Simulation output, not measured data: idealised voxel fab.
You're looking at the process module voxel released beams.
Section shown: cut. Width: 260 nm. Cell size: 5 nm, square.
Square cells in a grid make up a cross-section in this document, and the grid is given as bands, listed from the top down, each one or more rows of cells.
Top height, bottom height, nm. Materials left to right, width each, nm. Single material + "full width" = fills band edge to edge. "blank" = empty.
The reference from which all heights are counted is 0, the level beneath which the as-received wafer is entirely one material; the lowest band, having no lower bound, proceeds downward and is written after the example "z 0 and below".
A two-number width, for instance "30 to 40", indicates that the width is equal to the first number in the top row of the band and to the second number in the bottom row, and that it changes by a constant amount per row of cells.
Take "remained unchanged" at face value: in the step it is given for, the cross-section changed in none of its cells.
Voids not open to the top, 8 cells minimum: see "Catalogued sealed voids". Written width x height at distance; distance is from the left edge; nm.
after a step's settings: what the simulator itself notes on the step
The line of a step may include "overlay nm". On a step with a mask, this value is how far to the right of its planned place the mask lay. A negative value means the mask lay to the left.

The process steps that were planned are listed below
1 RECEIVE | material Si
2 CONFORMAL_DEP | material SiN | thk nm 10
3 DIRECTIONAL_DEP | material SiO2 | thk nm 10
4 MASKED_ETCH | tone open | mask id ANCHOR | width nm 40 | etch materials SiO2 | depth nm 10 | overlay nm 0
5 CONFORMAL_DEP | material TiN | thk nm 15
6 DIRECTIONAL_DEP | material aC | thk nm 15
7 PATTERN | tone cover | mask id BEAM | material resist | width nm 110 | thk nm 30 | overlay nm 0
8 DIRECTIONAL_ETCH | etch materials aC | depth nm 15
9 STRIP | etch materials resist
10 DIRECTIONAL_ETCH | etch materials TiN | depth nm 15
11 STRIP | etch materials aC
12 STRIP | etch materials SiO2

First wafer out of two, processed as planned

So this is the incoming wafer in cross-section - it's already been through step 1
- z 0 and below: Si full width
- Catalogued sealed voids: none

Step 2 complete: cross-section through the wafer
- z 10 to 0: SiN full width
- Everything below 0 is unchanged.

Step 3 complete: cross-section through the wafer
- z 20 to 10: SiO2 full width
- Everything below 10 is unchanged.

Step 4 complete: cross-section through the wafer
- z 20 to 10: SiO2 75, then blank 40, then SiO2 145
- Everything below 10 is unchanged.

Step 5 complete: cross-section through the wafer
- z 35 to 25: TiN 90, then blank 10, then TiN 160
- z 25 to 20: TiN full width
- z 20 to 10: SiO2 75, then TiN 40, then SiO2 145
- Everything below 10 is unchanged.

Step 6 complete: cross-section through the wafer
- z 50 to 40: aC 90, then blank 10, then aC 160
- z 40 to 35: aC full width
- z 35 to 25: TiN 90, then aC 10, then TiN 160
- Everything below 25 is unchanged.

Step 7 complete: cross-section through the wafer
- z 80 to 50: blank 70, then resist 110, then blank 80
- z 50 to 40: aC 90, then resist 10, then aC 160
- Everything below 40 is unchanged.

Step 8 complete: cross-section through the wafer
- z 65 to 50: blank 70, then resist 110, then blank 80
- z 50 to 40: blank 70, then aC 20, then resist 10, then aC 80, then blank 80
- z 40 to 35: blank 70, then aC 110, then blank 80
- Everything below 35 is unchanged.

Step 9 complete: cross-section through the wafer
- z 50 to 40: blank 70, then aC 20, then blank 10, then aC 80, then blank 80
- Everything below 40 is unchanged.

Step 10 complete: cross-section through the wafer
- z 50 to 40: blank 70, then aC 20, then blank 10, then aC 80, then blank 80
- z 40 to 35: blank 70, then aC 110, then blank 80
- z 35 to 25: blank 70, then TiN 20, then aC 10, then TiN 80, then blank 80
- z 25 to 20: blank 70, then TiN 110, then blank 80
- Everything below 20 is unchanged.

Step 11 complete: cross-section through the wafer
- z 35 to 25: blank 70, then TiN 20, then blank 10, then TiN 80, then blank 80
- Everything below 25 is unchanged.

Step 12 complete: cross-section through the wafer
- z 35 to 25: blank 70, then TiN 20, then blank 10, then TiN 80, then blank 80
- z 25 to 20: blank 70, then TiN 110, then blank 80
- z 20 to 10: blank 75, then TiN 40, then blank 145
- Everything below 10 is unchanged.

Okay, second wafer. Nothing different at the start, nothing different in the plan, just one mistake somewhere in the running. As far as step 1, counting that step, it's the first wafer all over again

Look at the second wafer in cross-section at the time step 2 ought to have finished
- z 10 to 0: SiO2 full width
- Everything below 0 is unchanged.

Look at the second wafer in cross-section at the time step 3 ought to have finished
- z 20 to 10: SiN full width
- Everything below 10 is unchanged.

Look at the second wafer in cross-section at the time step 4 ought to have finished: remained unchanged

Look at the second wafer in cross-section at the time step 5 ought to have finished
- z 35 to 20: TiN full width
- Everything below 20 is unchanged.

Look at the second wafer in cross-section at the time step 6 ought to have finished
- z 50 to 35: aC full width
- Everything below 35 is unchanged.

Look at the second wafer in cross-section at the time step 7 ought to have finished
- z 80 to 50: blank 70, then resist 110, then blank 80
- Everything below 50 is unchanged.

Look at the second wafer in cross-section at the time step 8 ought to have finished
- z 65 to 50: blank 70, then resist 110, then blank 80
- z 50 to 35: blank 70, then aC 110, then blank 80
- Everything below 35 is unchanged.

Look at the second wafer in cross-section at the time step 9 ought to have finished
- z 50 to 35: blank 70, then aC 110, then blank 80
- Everything below 35 is unchanged.

Look at the second wafer in cross-section at the time step 10 ought to have finished
- z 50 to 35: blank 70, then aC 110, then blank 80
- z 35 to 20: blank 70, then TiN 110, then blank 80
- Everything below 20 is unchanged.

Look at the second wafer in cross-section at the time step 11 ought to have finished
- z 35 to 20: blank 70, then TiN 110, then blank 80
- Everything below 20 is unchanged.

Look at the second wafer in cross-section at the time step 12 ought to have finished: remained unchanged
Run error: the intended sequence of steps 2 and 3 was reversed during processing, with each occupying the position of the other
Looking at both finished wafers in cells, the second ends up ahead of or behind the first on some materials: 104 more of SiO2, 12 fewer of TiN
